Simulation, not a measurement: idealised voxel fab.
The process module that follows is named voxel trench capacitor.
The figure presents cross-section cut, which has a width of 255 nm and is divided into square cells with an edge length of 5 nm.
Cross-section = grid of square cells, listed top down in bands; band = one or more rows.
Band entry format. Leading values: height of top, height of bottom, nm. Remainder: materials in left-to-right order, each with its width in nm. Special words: "throughout" on a single material, which then fills the band edge to edge; "air", empty space.
Height 0 is the level under which the wafer as received is all one material. The lowest band goes on downwards, as in "0 -> down".
With a width like "30..40", each row of cells in the band differs from the next by the same amount, the top row carrying the first number and the bottom row the second.
You'll sometimes find "no change" written for a step, and that's the way of saying that nowhere in the cross-section did a cell change during that step.
"Closed void entries": empty spaces of 8 cells or more with no open way to the top, each given as width x height at distance, distance from the left edge, all in nm.
Whatever follows a step's settings on its line is a remark the simulator itself makes about that step.
A step's line can hold "overlay nm"; with a mask on that step, the setting says how far right of the planned place the mask lay, while a negative setting says it lay to the left.
[Steps planned for the process]
1. RECEIVE [material Si]
2. CONFORMAL_DEP [material SiN] [thk nm 10]
3. MASKED_ETCH [tone open] [mask id TRENCH] [width nm 25] [pitch nm 45] [etch materials SiN] [depth nm 10] [overlay nm 0]
4. MASKED_ETCH [tone open] [mask id TRENCH] [width nm 25] [pitch nm 45] [etch materials Si] [depth nm 25] [overlay nm 0]
5. CONFORMAL_DEP [material Al2O3] [thk nm 5]
6. CONFORMAL_DEP [material TiN] [thk nm 5]
7. FILL_DEP [material W] [thk nm 5]
8. CMP [height nm 10]
[Wafer at receipt (post step 1), cross-section]
    0 -> down | Si throughout
    Closed void entries: none
[The plan above was carried out on the starting structure above with one mistake, and this cross-section shows the wafer at the end of the module]
    10 -> 0 | SiN 45, then Al2O3 5, then TiN 5, then W 5, then TiN 5, then Al2O3 5, then SiN 20, then Al2O3 5, then TiN 5, then W 5, then TiN 5, then Al2O3 5, then SiN 20, then Al2O3 5, then TiN 5, then W 5, then TiN 5, then Al2O3 5, then SiN 20, then Al2O3 5, then TiN 5, then W 5, then TiN 5, then Al2O3 5, then SiN 50
    0 -> -40 | Si 45, then Al2O3 5, then TiN 5, then W 5, then TiN 5, then Al2O3 5, then Si 20, then Al2O3 5, then TiN 5, then W 5, then TiN 5, then Al2O3 5, then Si 20, then Al2O3 5, then TiN 5, then W 5, then TiN 5, then Al2O3 5, then Si 20, then Al2O3 5, then TiN 5, then W 5, then TiN 5, then Al2O3 5, then Si 50
    -40 -> -45 | Si 45, then Al2O3 5, then TiN 15, then Al2O3 5, then Si 20, then Al2O3 5, then TiN 15, then Al2O3 5, then Si 20, then Al2O3 5, then TiN 15, then Al2O3 5, then Si 20, then Al2O3 5, then TiN 15, then Al2O3 5, then Si 50
    -45 -> -50 | Si 45, then Al2O3 25, then Si 20, then Al2O3 25, then Si 20, then Al2O3 25, then Si 20, then Al2O3 25, then Si 50
    -50 -> down | Si throughout
    Closed void entries: none
Want to know what went wrong? plan step 4 was twice executed
